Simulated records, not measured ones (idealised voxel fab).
A process module follows: voxel fin reveal.
The figure presents cross-section cut, which has a width of 285 nm and is divided into square cells with an edge length of 5 nm.
Reading order for cross-sections: top band down to bottom band. Underlying form: a grid of square cells. Band size: one or more rows of cells.
Top, bottom (nm), then materials left to right with widths (nm); lone material tagged "all across" fills the whole band edge to edge; "blank" = empty space.
Heights are reckoned from 0. Under this level, the received wafer is all of one material. The bottommost band is open-ended downward, for example "0 nm and below".
A width given as "30->40" starts at the first number in the band's top row and ends at the second number in its bottom row, shifting by an equal amount at every step from row to row.
"identical to before", as given for a step, is the statement that not any cell of the cross-section underwent a change during that step.
Any empty space of 8 cells or more lacking an open way to the top shows up in "Closed void listing" as width x height at distance, distance from the left edge, in nm.
It should be noted that, on the line of a given step, the content following the step's settings is a remark produced by the simulator itself with respect to that step.
Each step line may optionally specify "overlay nm", which for a step with a mask gives the rightward distance between the mask's planned place and where it lay, a negative value indicating the leftward direction.
-- The process steps that were planned are listed below
1 RECEIVE, material Si
2 CONFORMAL_DEP, material SiN, thk nm 10
3 DIRECTIONAL_DEP, material aC, thk nm 15
4 PATTERN, tone cover, mask id FINS, material resist, width nm 15, pitch nm 40, thk nm 30, overlay nm 0
5 DIRECTIONAL_ETCH, etch materials aC, depth nm 15
6 STRIP, etch materials resist
7 DIRECTIONAL_ETCH, etch materials SiN, depth nm 10
8 DIRECTIONAL_ETCH, etch materials Si, depth nm 35
9 STRIP, etch materials aC
10 FILL_DEP, material SiO2, thk nm 10
11 CMP, height nm 10
12 SELECTIVE_ETCH, etch materials SiO2, depth nm 20
13 STRIP, etch materials SiN
14 CONFORMAL_DEP, material HfO2, thk nm 5
-- First out of two wafers; run went to plan
-- So this is the incoming wafer in cross-section - it's already been through step 1
	0 nm and below | Si all across
	Closed void listing: none
-- Step 2 done - wafer cross-section
	10 nm to 0 nm | SiN all across
	No changes below 0.
-- Step 3 done - wafer cross-section
	25 nm to 10 nm | aC all across
	No changes below 10.
-- Step 4 done - wafer cross-section
	55 nm to 25 nm | blank: 95 | resist: 15 | blank: 25 | resist: 15 | blank: 25 | resist: 15 | blank: 95
	No changes below 25.
-- Step 5 done - wafer cross-section
	40 nm to 25 nm | blank: 95 | resist: 15 | blank: 25 | resist: 15 | blank: 25 | resist: 15 | blank: 95
	25 nm to 10 nm | blank: 95 | aC: 15 | blank: 25 | aC: 15 | blank: 25 | aC: 15 | blank: 95
	No changes below 10.
-- Step 6 done - wafer cross-section
	25 nm to 10 nm | blank: 95 | aC: 15 | blank: 25 | aC: 15 | blank: 25 | aC: 15 | blank: 95
	No changes below 10.
-- Step 7 done - wafer cross-section
	25 nm to 10 nm | blank: 95 | aC: 15 | blank: 25 | aC: 15 | blank: 25 | aC: 15 | blank: 95
	10 nm to 0 nm | blank: 95 | SiN: 15 | blank: 25 | SiN: 15 | blank: 25 | SiN: 15 | blank: 95
	No changes below 0.
-- Step 8 done - wafer cross-section
	25 nm to 10 nm | blank: 95 | aC: 15 | blank: 25 | aC: 15 | blank: 25 | aC: 15 | blank: 95
	10 nm to 0 nm | blank: 95 | SiN: 15 | blank: 25 | SiN: 15 | blank: 25 | SiN: 15 | blank: 95
	0 nm to -35 nm | blank: 95 | Si: 15 | blank: 25 | Si: 15 | blank: 25 | Si: 15 | blank: 95
	No changes below -35.
-- Step 9 done - wafer cross-section
	10 nm to 0 nm | blank: 95 | SiN: 15 | blank: 25 | SiN: 15 | blank: 25 | SiN: 15 | blank: 95
	No changes below 0.
-- Step 10 done - wafer cross-section
	20 nm to 10 nm | SiO2 all across
	10 nm to 0 nm | SiO2: 95 | SiN: 15 | SiO2: 25 | SiN: 15 | SiO2: 25 | SiN: 15 | SiO2: 95
	0 nm to -35 nm | SiO2: 95 | Si: 15 | SiO2: 25 | Si: 15 | SiO2: 25 | Si: 15 | SiO2: 95
	No changes below -35.
-- Step 11 done - wafer cross-section
	10 nm to 0 nm | SiO2: 95 | SiN: 15 | SiO2: 25 | SiN: 15 | SiO2: 25 | SiN: 15 | SiO2: 95
	No changes below 0.
-- Step 12 done - wafer cross-section
	10 nm to 0 nm | blank: 95 | SiN: 15 | blank: 25 | SiN: 15 | blank: 25 | SiN: 15 | blank: 95
	0 nm to -10 nm | blank: 95 | Si: 15 | blank: 25 | Si: 15 | blank: 25 | Si: 15 | blank: 95
	No changes below -10.
-- Step 13 done - wafer cross-section
	0 nm to -10 nm | blank: 95 | Si: 15 | blank: 25 | Si: 15 | blank: 25 | Si: 15 | blank: 95
	No changes below -10.
-- Step 14 done - wafer cross-section
	5 nm to 0 nm | blank: 90 | HfO2: 25 | blank: 15 | HfO2: 25 | blank: 15 | HfO2: 25 | blank: 90
	0 nm to -5 nm | blank: 90 | HfO2: 5 | Si: 15 | HfO2: 5 | blank: 15 | HfO2: 5 | Si: 15 | HfO2: 5 | blank: 15 | HfO2: 5 | Si: 15 | HfO2: 5 | blank: 90
	-5 nm to -10 nm | HfO2: 95 | Si: 15 | HfO2: 25 | Si: 15 | HfO2: 25 | Si: 15 | HfO2: 95
	No changes below -10.
-- The remaining wafer, second of the two, started like the first and was run to the same plan, except that one mistake was made along the way; the two coincide through step 3, inclusive
-- Cross-section, second wafer, at the end time the plan gives for step 4
	55 nm to 25 nm | blank: 95 | resist: 20 | blank: 20 | resist: 20 | blank: 20 | resist: 20 | blank: 90
	No changes below 25.
-- Cross-section, second wafer, at the end time the plan gives for step 5
	40 nm to 25 nm | blank: 95 | resist: 20 | blank: 20 | resist: 20 | blank: 20 | resist: 20 | blank: 90
	25 nm to 10 nm | blank: 95 | aC: 20 | blank: 20 | aC: 20 | blank: 20 | aC: 20 | blank: 90
	No changes below 10.
-- Cross-section, second wafer, at the end time the plan gives for step 6
	25 nm to 10 nm | blank: 95 | aC: 20 | blank: 20 | aC: 20 | blank: 20 | aC: 20 | blank: 90
	No changes below 10.
-- Cross-section, second wafer, at the end time the plan gives for step 7
	25 nm to 10 nm | blank: 95 | aC: 20 | blank: 20 | aC: 20 | blank: 20 | aC: 20 | blank: 90
	10 nm to 0 nm | blank: 95 | SiN: 20 | blank: 20 | SiN: 20 | blank: 20 | SiN: 20 | blank: 90
	No changes below 0.
-- Cross-section, second wafer, at the end time the plan gives for step 8
	25 nm to 10 nm | blank: 95 | aC: 20 | blank: 20 | aC: 20 | blank: 20 | aC: 20 | blank: 90
	10 nm to 0 nm | blank: 95 | SiN: 20 | blank: 20 | SiN: 20 | blank: 20 | SiN: 20 | blank: 90
	0 nm to -35 nm | blank: 95 | Si: 20 | blank: 20 | Si: 20 | blank: 20 | Si: 20 | blank: 90
	No changes below -35.
-- Cross-section, second wafer, at the end time the plan gives for step 9
	10 nm to 0 nm | blank: 95 | SiN: 20 | blank: 20 | SiN: 20 | blank: 20 | SiN: 20 | blank: 90
	No changes below 0.
-- Cross-section, second wafer, at the end time the plan gives for step 10
	20 nm to 10 nm | SiO2 all across
	10 nm to 0 nm | SiO2: 95 | SiN: 20 | SiO2: 20 | SiN: 20 | SiO2: 20 | SiN: 20 | SiO2: 90
	0 nm to -35 nm | SiO2: 95 | Si: 20 | SiO2: 20 | Si: 20 | SiO2: 20 | Si: 20 | SiO2: 90
	No changes below -35.
-- Cross-section, second wafer, at the end time the plan gives for step 11
	10 nm to 0 nm | SiO2: 95 | SiN: 20 | SiO2: 20 | SiN: 20 | SiO2: 20 | SiN: 20 | SiO2: 90
	No changes below 0.
-- Cross-section, second wafer, at the end time the plan gives for step 12
	10 nm to 0 nm | blank: 95 | SiN: 20 | blank: 20 | SiN: 20 | blank: 20 | SiN: 20 | blank: 90
	0 nm to -10 nm | blank: 95 | Si: 20 | blank: 20 | Si: 20 | blank: 20 | Si: 20 | blank: 90
	No changes below -10.
-- Cross-section, second wafer, at the end time the plan gives for step 13
	0 nm to -10 nm | blank: 95 | Si: 20 | blank: 20 | Si: 20 | blank: 20 | Si: 20 | blank: 90
	No changes below -10.
-- Cross-section, second wafer, at the end time the plan gives for step 14
	5 nm to 0 nm | blank: 90 | HfO2: 30 | blank: 10 | HfO2: 30 | blank: 10 | HfO2: 30 | blank: 85
	0 nm to -5 nm | blank: 90 | HfO2: 5 | Si: 20 | HfO2: 5 | blank: 10 | HfO2: 5 | Si: 20 | HfO2: 5 | blank: 10 | HfO2: 5 | Si: 20 | HfO2: 5 | blank: 85
	-5 nm to -10 nm | HfO2: 95 | Si: 20 | HfO2: 20 | Si: 20 | HfO2: 20 | Si: 20 | HfO2: 90
	No changes below -10.
Deviation noted in wafer processing: so step 4 ended up running with a different setting than we planned, it ran as PATTERN, tone cover, mask id FINS, material resist, width nm 20, pitch nm 40, thk nm 30, overlay nm 0
Looking at both finished wafers in cells, the second ends up ahead of or behind the first on some materials: Si: 21 more | SiO2: 15 fewer
